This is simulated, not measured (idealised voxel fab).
process module | voxel self aligned contacts
cross-section cut | 165 nm wide | cells 5 nm
A cross-section is a grid of square cells, given in bands from the top down. A band is one or more rows of cells.
Each band's line starts with the height of the band's top and of its bottom, in nm. Then come its materials from left to right, each with its width in nm. One material with "throughout" fills the band from edge to edge. "air" is empty space.
Height 0 is the level under which the wafer as received is all one material. The lowest band goes on downwards, as in "0 down".
A width such as "30 to 40" changes by the same amount from each row of cells to the next, from the band's top row to its bottom row.
"no change" after a step means that no cell of the cross-section changed.
closed voids: empty space of 8 cells or more with no open way to the top, each as width x height at its distance from the left edge, in nm
after a step's settings: what the simulator itself notes on the step
overlay nm, on a step with a mask: how far to the right of its planned place the mask lay; to the left if negative
plan
1 op RECEIVE | material Si
2 op OXIDIZE | depth nm 5
3 op DIRECTIONAL_DEP | material polySi | thk nm 30
4 op DIRECTIONAL_DEP | material SiN | thk nm 20
5 op DIRECTIONAL_DEP | material aC | thk nm 15
6 op PATTERN | tone cover | mask id GATE | material resist | width nm 35 | pitch nm 70 | thk nm 30 | overlay nm 0
7 op DIRECTIONAL_ETCH | etch materials aC | depth nm 15
8 op STRIP | etch materials resist
9 op DIRECTIONAL_ETCH | etch materials SiN | depth nm 20
10 op DIRECTIONAL_ETCH | etch materials polySi | depth nm 30
11 op STRIP | etch materials aC
12 op CONFORMAL_DEP | material SiN | thk nm 10
13 op DIRECTIONAL_ETCH | etch materials SiN | depth nm 10
14 op FILL_DEP | material SiO2 | thk nm 15
15 op CMP | height nm 60
16 op DIRECTIONAL_DEP | material aC | thk nm 15
17 op PATTERN | tone open | mask id CONTACT | material resist | width nm 45 | thk nm 30 | overlay nm 0
18 op DIRECTIONAL_ETCH | etch materials aC | depth nm 15
19 op STRIP | etch materials resist
20 op DIRECTIONAL_ETCH | etch materials SiO2 | depth nm 65
21 op STRIP | etch materials aC
22 op CONFORMAL_DEP | material TiN | thk nm 5
23 op FILL_DEP | material Ru | thk nm 10
24 op CMP | height nm 60
25 op CONFORMAL_DEP | material SiCN | thk nm 5
first wafer, as planned
as received, after step 1
  0 down: Si throughout
  closed voids: none
after step 2
  0 to -5: SiO2 throughout
  below -5: unchanged
after step 3
  30 to 0: polySi throughout
  below 0: unchanged
after step 4
  50 to 30: SiN throughout
  below 30: unchanged
after step 5
  65 to 50: aC throughout
  below 50: unchanged
after step 6
  95 to 65: air 30 | resist 35 | air 35 | resist 35 | air 30
  below 65: unchanged
after step 7
  80 to 65: air 30 | resist 35 | air 35 | resist 35 | air 30
  65 to 50: air 30 | aC 35 | air 35 | aC 35 | air 30
  below 50: unchanged
after step 8
  65 to 50: air 30 | aC 35 | air 35 | aC 35 | air 30
  below 50: unchanged
after step 9
  65 to 50: air 30 | aC 35 | air 35 | aC 35 | air 30
  50 to 30: air 30 | SiN 35 | air 35 | SiN 35 | air 30
  below 30: unchanged
after step 10
  65 to 50: air 30 | aC 35 | air 35 | aC 35 | air 30
  50 to 30: air 30 | SiN 35 | air 35 | SiN 35 | air 30
  30 to 0: air 30 | polySi 35 | air 35 | polySi 35 | air 30
  below 0: unchanged
after step 11
  50 to 30: air 30 | SiN 35 | air 35 | SiN 35 | air 30
  below 30: unchanged
after step 12
  60 to 30: air 20 | SiN 55 | air 15 | SiN 55 | air 20
  30 to 10: air 20 | SiN 10 | polySi 35 | SiN 10 | air 15 | SiN 10 | polySi 35 | SiN 10 | air 20
  10 to 0: SiN 30 | polySi 35 | SiN 35 | polySi 35 | SiN 30
  below 0: unchanged
after step 13
  50 to 30: air 20 | SiN 55 | air 15 | SiN 55 | air 20
  30 to 0: air 20 | SiN 10 | polySi 35 | SiN 10 | air 15 | SiN 10 | polySi 35 | SiN 10 | air 20
  below 0: unchanged
after step 14
  65 to 50: SiO2 throughout
  50 to 30: SiO2 20 | SiN 55 | SiO2 15 | SiN 55 | SiO2 20
  30 to 0: SiO2 20 | SiN 10 | polySi 35 | SiN 10 | SiO2 15 | SiN 10 | polySi 35 | SiN 10 | SiO2 20
  below 0: unchanged
after step 15
  60 to 50: SiO2 throughout
  below 50: unchanged
after step 16
  75 to 60: aC throughout
  below 60: unchanged
after step 17
  105 to 75: resist 60 | air 45 | resist 60
  below 75: unchanged
after step 18
  90 to 75: resist 60 | air 45 | resist 60
  75 to 60: aC 60 | air 45 | aC 60
  below 60: unchanged
after step 19
  75 to 60: aC 60 | air 45 | aC 60
  below 60: unchanged
after step 20
  75 to 60: aC 60 | air 45 | aC 60
  60 to 50: SiO2 60 | air 45 | SiO2 60
  50 to 30: SiO2 20 | SiN 55 | air 15 | SiN 55 | SiO2 20
  30 to 0: SiO2 20 | SiN 10 | polySi 35 | SiN 10 | air 15 | SiN 10 | polySi 35 | SiN 10 | SiO2 20
  0 to -5: SiO2 75 | air 15 | SiO2 75
  below -5: unchanged
after step 21
  60 to 50: SiO2 60 | air 45 | SiO2 60
  below 50: unchanged
after step 22
  65 to 60: TiN 65 | air 35 | TiN 65
  60 to 50: SiO2 60 | TiN 5 to 20 | air 35 to 5 | TiN 5 to 20 | SiO2 60
  50 to 30: SiO2 20 | SiN 55 | TiN 5 | air 5 | TiN 5 | SiN 55 | SiO2 20
  30 to 0: SiO2 20 | SiN 10 | polySi 35 | SiN 10 | TiN 5 | air 5 | TiN 5 | SiN 10 | polySi 35 | SiN 10 | SiO2 20
  0 to -5: SiO2 75 | TiN 15 | SiO2 75
  below -5: unchanged
after step 23
  75 to 65: Ru throughout
  65 to 60: TiN 65 | Ru 35 | TiN 65
  60 to 50: SiO2 60 | TiN 5 to 20 | Ru 35 to 5 | TiN 5 to 20 | SiO2 60
  50 to 30: SiO2 20 | SiN 55 | TiN 5 | Ru 5 | TiN 5 | SiN 55 | SiO2 20
  30 to 0: SiO2 20 | SiN 10 | polySi 35 | SiN 10 | TiN 5 | Ru 5 | TiN 5 | SiN 10 | polySi 35 | SiN 10 | SiO2 20
  below 0: unchanged
after step 24
  60 to 50: SiO2 60 | TiN 5 to 20 | Ru 35 to 5 | TiN 5 to 20 | SiO2 60
  below 50: unchanged
after step 25
  65 to 60: SiCN throughout
  below 60: unchanged
second wafer: like start, like plan, one mistake. Through step 16 it matches the first wafer
when step 17 should have ended
  105 to 75: resist 65 | air 35 | resist 65
  below 75: unchanged
when step 18 should have ended
  90 to 75: resist 65 | air 35 | resist 65
  75 to 60: aC 65 | air 35 | aC 65
  below 60: unchanged
when step 19 should have ended
  75 to 60: aC 65 | air 35 | aC 65
  below 60: unchanged
when step 20 should have ended
  75 to 60: aC 65 | air 35 | aC 65
  60 to 50: SiO2 65 | air 35 | SiO2 65
  50 to 30: SiO2 20 | SiN 55 | air 15 | SiN 55 | SiO2 20
  30 to 0: SiO2 20 | SiN 10 | polySi 35 | SiN 10 | air 15 | SiN 10 | polySi 35 | SiN 10 | SiO2 20
  0 to -5: SiO2 75 | air 15 | SiO2 75
  below -5: unchanged
when step 21 should have ended
  60 to 50: SiO2 65 | air 35 | SiO2 65
  below 50: unchanged
when step 22 should have ended
  65 to 60: TiN 70 | air 25 | TiN 70
  60 to 50: SiO2 65 | TiN 5 to 15 | air 25 to 5 | TiN 5 to 15 | SiO2 65
  50 to 30: SiO2 20 | SiN 55 | TiN 5 | air 5 | TiN 5 | SiN 55 | SiO2 20
  30 to 0: SiO2 20 | SiN 10 | polySi 35 | SiN 10 | TiN 5 | air 5 | TiN 5 | SiN 10 | polySi 35 | SiN 10 | SiO2 20
  0 to -5: SiO2 75 | TiN 15 | SiO2 75
  below -5: unchanged
when step 23 should have ended
  75 to 65: Ru throughout
  65 to 60: TiN 70 | Ru 25 | TiN 70
  60 to 50: SiO2 65 | TiN 5 to 15 | Ru 25 to 5 | TiN 5 to 15 | SiO2 65
  50 to 30: SiO2 20 | SiN 55 | TiN 5 | Ru 5 | TiN 5 | SiN 55 | SiO2 20
  30 to 0: SiO2 20 | SiN 10 | polySi 35 | SiN 10 | TiN 5 | Ru 5 | TiN 5 | SiN 10 | polySi 35 | SiN 10 | SiO2 20
  below 0: unchanged
when step 24 should have ended
  60 to 50: SiO2 65 | TiN 5 to 15 | Ru 25 to 5 | TiN 5 to 15 | SiO2 65
  below 50: unchanged
when step 25 should have ended
  65 to 60: SiCN throughout
  below 60: unchanged
what went wrong: step 17 ran as: op PATTERN | tone open | mask id CONTACT | material resist | width nm 35 | thk nm 30 | overlay nm 0
at the end the second wafer has, in cells: 2 fewer of Ru | 4 more of SiO2 | 2 fewer of TiN
